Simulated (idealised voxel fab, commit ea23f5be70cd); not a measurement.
Process module heading - voxel spacer lines
Pictured: cross-section cut, 165 nm wide, on a grid of 5 nm square cells.
Square cells in a grid make up a cross-section in this document, and the grid is given as bands, listed from the top down, each one or more rows of cells. Per band: top height and bottom height in nm, followed by the left-to-right materials and their widths in nm; "throughout" marks a single material spanning edge to edge, "blank" marks empty space. For the purposes of this specification, 0 denotes the height below which the wafer in its as-received condition is composed wholly of one material, and the lowermost band, lacking a lower limit, extends downward without end, as expressed in "0..down". The two numbers in a width such as "30->40" mark its ends across the band: the first belongs to the top row of cells, the second to the bottom row, and from each row to the next the width moves by the same amount. It should be understood that the words "no alteration", when stated for a given step, signify that the cross-section underwent no change in any of its cells during that step. If an empty space has no open way to the top and is at least 8 cells in size, "Enclosed cavity list" lists it, written width x height at distance, where distance is measured from the left edge and every value is in nm. after a step's settings: what the simulator itself notes on the step. Among the settings permitted on a step's line is "overlay nm"; applied to a step with a mask, it specifies the extent to which the mask lay to the right of its planned position, whereas a negative figure signifies a position to the left.
# Process steps - plan
- 1: RECEIVE [material Si]
- 2: CONFORMAL_DEP [material Al2O3] [thk nm 5]
- 3: DIRECTIONAL_DEP [material polySi] [thk nm 15]
- 4: DIRECTIONAL_DEP [material aC] [thk nm 25]
- 5: PATTERN [tone cover] [mask id MANDREL] [material resist] [width nm 20] [pitch nm 60] [thk nm 30] [overlay nm 0]
- 6: DIRECTIONAL_ETCH [etch materials aC] [depth nm 25]
- 7: STRIP [etch materials resist]
- 8: CONFORMAL_DEP [material SiO2] [thk nm 10]
- 9: DIRECTIONAL_ETCH [etch materials SiO2] [depth nm 10]
- 10: STRIP [etch materials aC]
- 11: DIRECTIONAL_ETCH [etch materials polySi] [depth nm 15]
- 12: STRIP [etch materials SiO2]
# The cross-section here shows the wafer as received, i.e. in its state after step 1
    0..down: Si throughout
    Enclosed cavity list: none
# The following cross-section depicts the wafer upon conclusion of the module. Processing commenced from the starting condition illustrated above and adhered to the plan illustrated above, save for one mistake in execution
    45..20: blank 40 nm, aC 20 nm, blank 40 nm, aC 20 nm, blank 45 nm
    20..5: blank 40 nm, polySi 20 nm, blank 40 nm, polySi 20 nm, blank 45 nm
    5..0: Al2O3 throughout
    0..down: Si throughout
    Enclosed cavity list: none
The plan and the run diverged here: not per plan at step 10, really ran STRIP [etch materials SiO2]
